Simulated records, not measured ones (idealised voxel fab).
You're looking at the process module voxel released beams.
Section cut is 205 nm wide and gridded with 5 nm square cells.
Cross-sections here: square-cell grids, written as top-down lists of bands, a band being one or more rows of cells. Each band's line starts with the height of the band's top and of its bottom, in nm. Then come its materials from left to right, each with its width in nm. One material with "full width" fills the band from edge to edge. "air" is empty space. Ref level 0: as-received wafer is one material below here. Bottom band extends down with no lower bound ("0 -> down"). Read "30->40" as a graded width: first number on top, second number at the bottom, same change between each pair of neighbouring rows. Where a step carries "nothing different", the cross-section came out of it unchanged, cell for cell. Each empty space that has no open way to the top and spans at least 8 cells appears under "Cavities, sealed" as width x height at distance, the distance counted from the left edge, all in nm. Whatever follows a step's settings on its line is a remark the simulator itself makes about that step. A step line may carry the setting "overlay nm", which, for steps involving a mask, states the distance by which the mask lay to the right of its intended position; negative values denote displacement to the left.

-- Process steps (planned)
step 1: RECEIVE: material Si
step 2: CONFORMAL_DEP: material SiN, thk nm 5
step 3: DIRECTIONAL_DEP: material SiO2, thk nm 20
step 4: MASKED_ETCH: tone open, mask id ANCHOR, width nm 45, etch materials SiO2, depth nm 20, overlay nm 0
step 5: CONFORMAL_DEP: material W, thk nm 15
step 6: DIRECTIONAL_DEP: material aC, thk nm 15
step 7: PATTERN: tone cover, mask id BEAM, material resist, width nm 120, thk nm 35, overlay nm 0
step 8: DIRECTIONAL_ETCH: etch materials aC, depth nm 15
step 9: STRIP: etch materials resist
step 10: DIRECTIONAL_ETCH: etch materials W, depth nm 15
step 11: STRIP: etch materials aC
step 12: STRIP: etch materials SiO2

-- First of two wafers - as planned

-- As received (post step 1): cross-section
- 0 -> down = Si full width
- Cavities, sealed: none

-- After step 2: wafer cross-section
- 5 -> 0 = SiN full width
- Below 0 it's all the same as before, nothing changed down there.

-- After step 3: wafer cross-section
- 25 -> 5 = SiO2 full width
- Below 5 it's all the same as before, nothing changed down there.

-- After step 4: wafer cross-section
- 25 -> 5 = SiO2: 45  air: 45  SiO2: 115
- Below 5 it's all the same as before, nothing changed down there.

-- After step 5: wafer cross-section
- 40 -> 25 = W: 60  air: 15  W: 130
- 25 -> 20 = SiO2: 45  W: 15  air: 15  W: 15  SiO2: 115
- 20 -> 5 = SiO2: 45  W: 45  SiO2: 115
- Below 5 it's all the same as before, nothing changed down there.

-- After step 6: wafer cross-section
- 55 -> 40 = aC: 60  air: 15  aC: 130
- 40 -> 35 = W: 60  air: 15  W: 130
- 35 -> 25 = W: 60  aC: 15  W: 130
- 25 -> 20 = SiO2: 45  W: 15  aC: 15  W: 15  SiO2: 115
- Below 20 it's all the same as before, nothing changed down there.

-- After step 7: wafer cross-section
- 90 -> 55 = air: 40  resist: 120  air: 45
- 55 -> 40 = aC: 60  resist: 15  aC: 130
- 40 -> 35 = W: 60  resist: 15  W: 130
- Below 35 it's all the same as before, nothing changed down there.

-- After step 8: wafer cross-section
- 75 -> 55 = air: 40  resist: 120  air: 45
- 55 -> 40 = air: 40  aC: 20  resist: 15  aC: 85  air: 45
- Below 40 it's all the same as before, nothing changed down there.

-- After step 9: wafer cross-section
- 55 -> 40 = air: 40  aC: 20  air: 15  aC: 85  air: 45
- 40 -> 35 = W: 60  air: 15  W: 130
- Below 35 it's all the same as before, nothing changed down there.

-- After step 10: wafer cross-section
- 55 -> 40 = air: 40  aC: 20  air: 15  aC: 85  air: 45
- 40 -> 35 = air: 40  W: 20  air: 15  W: 85  air: 45
- 35 -> 25 = air: 40  W: 20  aC: 15  W: 85  air: 45
- Below 25 it's all the same as before, nothing changed down there.

-- After step 11: wafer cross-section
- 40 -> 25 = air: 40  W: 20  air: 15  W: 85  air: 45
- 25 -> 20 = SiO2: 45  W: 15  air: 15  W: 15  SiO2: 115
- Below 20 it's all the same as before, nothing changed down there.

-- After step 12: wafer cross-section
- 40 -> 25 = air: 40  W: 20  air: 15  W: 85  air: 45
- 25 -> 20 = air: 45  W: 15  air: 15  W: 15  air: 115
- 20 -> 5 = air: 45  W: 45  air: 115
- Below 5 it's all the same as before, nothing changed down there.

-- Second Wafer (Identical Start and Plan, One Processing Error; Matches First Wafer Through Step 1)

-- Second wafer shown in cross-section at the time step 2 was slated to end
- 20 -> 0 = SiO2 full width
- Below 0 it's all the same as before, nothing changed down there.

-- Second wafer shown in cross-section at the time step 3 was slated to end
- 25 -> 20 = SiN full width
- Below 20 it's all the same as before, nothing changed down there.

Second wafer shown in cross-section at the time step 4 was slated to end: nothing different

-- Second wafer shown in cross-section at the time step 5 was slated to end
- 40 -> 25 = W full width
- Below 25 it's all the same as before, nothing changed down there.

-- Second wafer shown in cross-section at the time step 6 was slated to end
- 55 -> 40 = aC full width
- Below 40 it's all the same as before, nothing changed down there.

-- Second wafer shown in cross-section at the time step 7 was slated to end
- 90 -> 55 = air: 40  resist: 120  air: 45
- Below 55 it's all the same as before, nothing changed down there.

-- Second wafer shown in cross-section at the time step 8 was slated to end
- 75 -> 55 = air: 40  resist: 120  air: 45
- 55 -> 40 = air: 40  aC: 120  air: 45
- Below 40 it's all the same as before, nothing changed down there.

-- Second wafer shown in cross-section at the time step 9 was slated to end
- 55 -> 40 = air: 40  aC: 120  air: 45
- Below 40 it's all the same as before, nothing changed down there.

-- Second wafer shown in cross-section at the time step 10 was slated to end
- 55 -> 40 = air: 40  aC: 120  air: 45
- 40 -> 25 = air: 40  W: 120  air: 45
- Below 25 it's all the same as before, nothing changed down there.

-- Second wafer shown in cross-section at the time step 11 was slated to end
- 40 -> 25 = air: 40  W: 120  air: 45
- Below 25 it's all the same as before, nothing changed down there.

Second wafer shown in cross-section at the time step 12 was slated to end: nothing different
Deviation from plan: so 2 and 3 got swapped relative to the plan, each ran where the other was supposed to
Final cells, second wafer relative to first, materials higher or lower: SiO2: 164 more, W: 24 fewer
